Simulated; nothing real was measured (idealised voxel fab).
Module name: voxel transistor to metal (process module)
FYI the section here is cut, 300 nm wide, cells are 5 nm squares.
Cross-section, as written here: a square-cell grid given band by band from the top down, where a band holds one or more rows of cells. Look at the band entry: it leads with the top's height and the bottom's height in nm. Then it lists the materials left to right, with a width in nm for each. The word "all across" on a single material says that material fills the band edge to edge. The word "empty" is empty space. Heights from 0 (as-received wafer is one material below). Bottom band endless downward, as "0 down". Width spec "30 to 40" -> top row of cells at first value, bottom row at second value, equal per-row change in between. It should be understood that the words "everything unchanged", when stated for a given step, signify that the cross-section underwent no change in any of its cells during that step. The entry titled "Fully closed voids" provides the empty spaces that have no open way to the top, restricted to those of 8 cells or more. Each is presented as width x height at distance, the distance being measured from the left edge, with all three in nm. Anything after a step's settings on that line? It's the simulator's own note about the step. overlay nm, on a step with a mask: how far to the right of its planned place the mask lay; to the left if negative. Quick note on how to read the rest: it's all pairs. You get the cross-section before a process step and the one after, but the after one only goes down as far as the lowest band that changed. The step in between, with its settings, sits under the pair. Heads up, the pairs can come from different runs of this module on the same starting wafer, so don't assume a pair picks up from the one above unless its "Before processing step" entry says it does.
# Before processing step
  75 to 50: Ru all across
  50 to 45: TiN all across
  45 to 35: 45 of SiO2, 5 of TiN, 15 to 5 of W, 5 to 15 of TiN, 30 of SiO2, 5 of TiN, 15 of W, 5 of TiN, 45 of SiO2, 5 of TiN, 15 to 5 of W, 5 to 15 of TiN, 30 of SiO2, 5 of TiN, 15 of W, 5 of TiN, 50 of SiO2
  35 to 25: 45 of SiO2, 5 of TiN, 5 of W, 5 of TiN, 10 of SiN, 20 of SiCN, 10 of SiN, 5 of TiN, 15 of W, 5 of TiN, 45 of SiO2, 5 of TiN, 5 of W, 5 of TiN, 10 of SiN, 20 of SiCN, 10 of SiN, 5 of TiN, 15 of W, 5 of TiN, 50 of SiO2
  25 to 5: 45 of SiO2, 5 of TiN, 5 of W, 5 of TiN, 10 of SiN, 20 of polySi, 10 of SiN, 5 of TiN, 15 of W, 5 of TiN, 45 of SiO2, 5 of TiN, 5 of W, 5 of TiN, 10 of SiN, 20 of polySi, 10 of SiN, 5 of TiN, 15 of W, 5 of TiN, 50 of SiO2
  5 to 0: 30 of SiO2, 10 of SiN, 5 of SiO2, 15 of TiN, 10 of SiN, 20 of polySi, 10 of SiN, 25 of TiN, 5 of SiO2, 10 of SiN, 15 of SiO2, 10 of SiN, 5 of SiO2, 15 of TiN, 10 of SiN, 20 of polySi, 10 of SiN, 25 of TiN, 5 of SiO2, 10 of SiN, 35 of SiO2
  0 to -5: 40 of SiO2, 20 of nSi, 40 of SiO2, 30 of nSi, 35 of SiO2, 20 of nSi, 40 of SiO2, 30 of nSi, 45 of SiO2
  -5 to -20: 35 of SiO2, 100 of Si, 25 of SiO2, 100 of Si, 40 of SiO2
  -20 down: Si all across
  Fully closed voids: none
# Result of Step
  75 to 50: 45 of empty, 15 of Ru, 50 of empty, 15 of Ru, 45 of empty, 15 of Ru, 50 of empty, 15 of Ru, 50 of empty
  Everything below 50 is unchanged.
  Fully closed voids: none
Transition step, before and after shown above: MASKED_ETCH: tone cover, mask id METAL_1, width nm 15, etch materials Ru, depth nm 25, overlay nm 0
Before processing step: starting point is the after cross-section of the pair just above.
# Result of Step
  75 to 50: 45 of empty, 15 of Ru, 50 of empty, 15 of Ru, 45 of empty, 15 of Ru, 50 of empty, 15 of Ru, 50 of empty
  50 to 45: 45 of empty, 15 of TiN, 50 of empty, 15 of TiN, 45 of empty, 15 of TiN, 50 of empty, 15 of TiN, 50 of empty
  Everything below 45 is unchanged.
  Fully closed voids: none
Transition step, before and after shown above: MASKED_ETCH: tone cover, mask id METAL_1, width nm 15, etch materials TiN, depth nm 5, overlay nm 0
Before processing step: starting point is the after cross-section of the pair just above.
# Result of Step
  80 to 75: SiO2 all across
  75 to 50: 45 of SiO2, 15 of Ru, 50 of SiO2, 15 of Ru, 45 of SiO2, 15 of Ru, 50 of SiO2, 15 of Ru, 50 of SiO2
  50 to 45: 45 of SiO2, 15 of TiN, 50 of SiO2, 15 of TiN, 45 of SiO2, 15 of TiN, 50 of SiO2, 15 of TiN, 50 of SiO2
  Everything below 45 is unchanged.
  Fully closed voids: none
Transition step, before and after shown above: FILL_DEP: material SiO2, thk nm 5
Before processing step: starting point is the after cross-section of the pair just above.
# Result of Step
  75 to 50: 45 of SiO2, 15 of Ru, 50 of SiO2, 15 of Ru, 45 of SiO2, 15 of Ru, 50 of SiO2, 15 of Ru, 50 of SiO2
  Everything below 50 is unchanged.
  Fully closed voids: none
Transition step, before and after shown above: CMP: height nm 75
Before processing step: starting point is the after cross-section of the pair just above.
# Result of Step
  80 to 75: SiN all across
  Everything below 75 is unchanged.
  Fully closed voids: none
Transition step, before and after shown above: CONFORMAL_DEP: material SiN, thk nm 5
# Before processing step
  50 to 45: 50 of TiN, 15 of empty, 40 of TiN, 15 of empty, 55 of TiN, 15 of empty, 40 of TiN, 15 of empty, 55 of TiN
  45 to 35: 45 of SiO2, 5 of TiN, 15 to 10 of empty, 5 to 10 of TiN, 30 of SiO2, 5 to 10 of TiN, 15 to 10 of empty, 5 of TiN, 45 of SiO2, 5 of TiN, 15 to 10 of empty, 5 to 10 of TiN, 30 of SiO2, 5 to 10 of TiN, 15 to 10 of empty, 5 of TiN, 50 of SiO2
  35 to 25: 45 of SiO2, 5 of TiN, 10 of empty, 5 of TiN, 10 of SiN, 20 of SiCN, 10 of SiN, 5 of TiN, 10 of empty, 5 of TiN, 45 of SiO2, 5 of TiN, 10 of empty, 5 of TiN, 10 of SiN, 20 of SiCN, 10 of SiN, 5 of TiN, 10 of empty, 5 of TiN, 50 of SiO2
  25 to 5: 45 of SiO2, 5 of TiN, 10 of empty, 5 of TiN, 10 of SiN, 20 of polySi, 10 of SiN, 5 of TiN, 10 of empty, 5 of TiN, 45 of SiO2, 5 of TiN, 10 of empty, 5 of TiN, 10 of SiN, 20 of polySi, 10 of SiN, 5 of TiN, 10 of empty, 5 of TiN, 50 of SiO2
  5 to 0: 30 of SiO2, 10 of SiN, 5 of SiO2, 20 of TiN, 10 of SiN, 20 of polySi, 10 of SiN, 20 of TiN, 5 of SiO2, 10 of SiN, 15 of SiO2, 10 of SiN, 5 of SiO2, 20 of TiN, 10 of SiN, 20 of polySi, 10 of SiN, 20 of TiN, 5 of SiO2, 10 of SiN, 35 of SiO2
  0 to -5: 40 of SiO2, 25 of nSi, 40 of SiO2, 25 of nSi, 35 of SiO2, 25 of nSi, 40 of SiO2, 25 of nSi, 45 of SiO2
  -5 to -20: 35 of SiO2, 100 of Si, 25 of SiO2, 100 of Si, 40 of SiO2
  -20 down: Si all across
  Fully closed voids: none
# Result of Step
  55 to 50: polySi all across
  50 to 45: 50 of TiN, 15 of polySi, 40 of TiN, 15 of polySi, 55 of TiN, 15 of polySi, 40 of TiN, 15 of polySi, 55 of TiN
  45 to 35: 45 of SiO2, 5 of TiN, 15 to 10 of polySi, 5 to 10 of TiN, 30 of SiO2, 5 to 10 of TiN, 15 to 10 of polySi, 5 of TiN, 45 of SiO2, 5 of TiN, 15 to 10 of polySi, 5 to 10 of TiN, 30 of SiO2, 5 to 10 of TiN, 15 to 10 of polySi, 5 of TiN, 50 of SiO2
  35 to 25: 45 of SiO2, 5 of TiN, 10 of polySi, 5 of TiN, 10 of SiN, 20 of SiCN, 10 of SiN, 5 of TiN, 10 of polySi, 5 of TiN, 45 of SiO2, 5 of TiN, 10 of polySi, 5 of TiN, 10 of SiN, 20 of SiCN, 10 of SiN, 5 of TiN, 10 of polySi, 5 of TiN, 50 of SiO2
  25 to 5: 45 of SiO2, 5 of TiN, 10 of polySi, 5 of TiN, 10 of SiN, 20 of polySi, 10 of SiN, 5 of TiN, 10 of polySi, 5 of TiN, 45 of SiO2, 5 of TiN, 10 of polySi, 5 of TiN, 10 of SiN, 20 of polySi, 10 of SiN, 5 of TiN, 10 of polySi, 5 of TiN, 50 of SiO2
  Everything below 5 is unchanged.
  Fully closed voids: none
Transition step, before and after shown above: FILL_DEP: material polySi, thk nm 5
Before processing step: starting point is the after cross-section of the pair just above.
# Result of Step
  45 to 35: 45 of SiO2, 5 of TiN, 15 to 10 of polySi, 5 to 10 of TiN, 30 of SiO2, 5 to 10 of TiN, 15 to 10 of polySi, 5 of TiN, 45 of SiO2, 5 of TiN, 15 to 10 of polySi, 5 to 10 of TiN, 30 of SiO2, 5 to 10 of TiN, 15 to 10 of polySi, 5 of TiN, 50 of SiO2
  Everything below 35 is unchanged.
  Fully closed voids: none
Transition step, before and after shown above: CMP: height nm 45
Before processing step: starting point is the after cross-section of the pair just above.
# Result of Step
  50 to 45: TiN all across
  Everything below 45 is unchanged.
  Fully closed voids: none
Transition step, before and after shown above: DIRECTIONAL_DEP: material TiN, thk nm 5
Before processing step: starting point is the after cross-section of the pair just above.
# Result of Step
  75 to 50: Ru all across
  Everything below 50 is unchanged.
  Fully closed voids: none
Transition step, before and after shown above: DIRECTIONAL_DEP: material Ru, thk nm 25
Before processing step: starting point is the after cross-section of the pair just above.
# Result of Step
  75 to 50: 45 of empty, 15 of Ru, 50 of empty, 15 of Ru, 45 of empty, 15 of Ru, 50 of empty, 15 of Ru, 50 of empty
  Everything below 50 is unchanged.
  Fully closed voids: none
Transition step, before and after shown above: MASKED_ETCH: tone cover, mask id METAL_1, width nm 15, etch materials Ru, depth nm 25, overlay nm 0
Before processing step: starting point is the after cross-section of the pair just above.
# Result of Step
  75 to 50: 45 of empty, 15 of Ru, 50 of empty, 15 of Ru, 45 of empty, 15 of Ru, 50 of empty, 15 of Ru, 50 of empty
  50 to 45: 45 of empty, 15 of TiN, 50 of empty, 15 of TiN, 45 of empty, 15 of TiN, 50 of empty, 15 of TiN, 50 of empty
  Everything below 45 is unchanged.
  Fully closed voids: none
Transition step, before and after shown above: MASKED_ETCH: tone cover, mask id METAL_1, width nm 15, etch materials TiN, depth nm 5, overlay nm 0
Before processing step: starting point is the after cross-section of the pair just above.
# Result of Step
  80 to 75: SiO2 all across
  75 to 50: 45 of SiO2, 15 of Ru, 50 of SiO2, 15 of Ru, 45 of SiO2, 15 of Ru, 50 of SiO2, 15 of Ru, 50 of SiO2
  50 to 45: 45 of SiO2, 15 of TiN, 50 of SiO2, 15 of TiN, 45 of SiO2, 15 of TiN, 50 of SiO2, 15 of TiN, 50 of SiO2
  Everything below 45 is unchanged.
  Fully closed voids: none
Transition step, before and after shown above: FILL_DEP: material SiO2, thk nm 5
Before processing step: starting point is the after cross-section of the pair just above.
# Result of Step
  75 to 50: 45 of SiO2, 15 of Ru, 50 of SiO2, 15 of Ru, 45 of SiO2, 15 of Ru, 50 of SiO2, 15 of Ru, 50 of SiO2
  Everything below 50 is unchanged.
  Fully closed voids: none
Transition step, before and after shown above: CMP: height nm 75
Before processing step: starting point is the after cross-section of the pair just above.
# Result of Step
  80 to 75: SiN all across
  Everything below 75 is unchanged.
  Fully closed voids: none
Transition step, before and after shown above: CONFORMAL_DEP: material SiN, thk nm 5
# Before processing step
  75 to 50: Ru all across
  50 to 45: TiN all across
  45 to 35: 45 of SiO2, 5 of TiN, 15 to 10 of W, 5 to 10 of TiN, 30 of SiO2, 5 to 10 of TiN, 15 to 10 of W, 5 of TiN, 45 of SiO2, 5 of TiN, 15 to 10 of W, 5 to 10 of TiN, 30 of SiO2, 5 to 10 of TiN, 15 to 10 of W, 5 of TiN, 50 of SiO2
  35 to 25: 45 of SiO2, 5 of TiN, 10 of W, 5 of TiN, 10 of SiN, 20 of SiCN, 10 of SiN, 5 of TiN, 10 of W, 5 of TiN, 45 of SiO2, 5 of TiN, 10 of W, 5 of TiN, 10 of SiN, 20 of SiCN, 10 of SiN, 5 of TiN, 10 of W, 5 of TiN, 50 of SiO2
  25 to 5: 45 of SiO2, 5 of TiN, 10 of W, 5 of TiN, 10 of SiN, 20 of polySi, 10 of SiN, 5 of TiN, 10 of W, 5 of TiN, 45 of SiO2, 5 of TiN, 10 of W, 5 of TiN, 10 of SiN, 20 of polySi, 10 of SiN, 5 of TiN, 10 of W, 5 of TiN, 50 of SiO2
  5 to 0: 30 of SiO2, 10 of SiN, 5 of SiO2, 20 of TiN, 10 of SiN, 20 of polySi, 10 of SiN, 20 of TiN, 5 of SiO2, 10 of SiN, 15 of SiO2, 10 of SiN, 5 of SiO2, 20 of TiN, 10 of SiN, 20 of polySi, 10 of SiN, 20 of TiN, 5 of SiO2, 10 of SiN, 35 of SiO2
  0 to -5: 40 of SiO2, 25 of nSi, 40 of SiO2, 25 of nSi, 35 of SiO2, 25 of nSi, 40 of SiO2, 25 of nSi, 45 of SiO2
  -5 to -20: 35 of SiO2, 100 of Si, 25 of SiO2, 100 of Si, 40 of SiO2
  -20 down: Si all across
  Fully closed voids: none
# Result of Step
  75 to 50: 45 of Ru, 15 of empty, 50 of Ru, 15 of empty, 45 of Ru, 15 of empty, 50 of Ru, 15 of empty, 50 of Ru
  Everything below 50 is unchanged.
  Fully closed voids: none
Transition step, before and after shown above: MASKED_ETCH: tone open, mask id METAL_1, width nm 15, etch materials Ru, depth nm 25, overlay nm 0
Before processing step: starting point is the after cross-section of the pair just above.
# Result of Step
  80 to 75: SiO2 all across
  75 to 50: 45 of Ru, 15 of SiO2, 50 of Ru, 15 of SiO2, 45 of Ru, 15 of SiO2, 50 of Ru, 15 of SiO2, 50 of Ru
  Everything below 50 is unchanged.
  Fully closed voids: none
Transition step, before and after shown above: FILL_DEP: material SiO2, thk nm 5
Before processing step: starting point is the after cross-section of the pair just above.
# Result of Step
  75 to 50: 45 of Ru, 15 of SiO2, 50 of Ru, 15 of SiO2, 45 of Ru, 15 of SiO2, 50 of Ru, 15 of SiO2, 50 of Ru
  Everything below 50 is unchanged.
  Fully closed voids: none
Transition step, before and after shown above: CMP: height nm 75
Before processing step: starting point is the after cross-section of the pair just above.
# Result of Step
  80 to 75: SiN all across
  Everything below 75 is unchanged.
  Fully closed voids: none
Transition step, before and after shown above: CONFORMAL_DEP: material SiN, thk nm 5
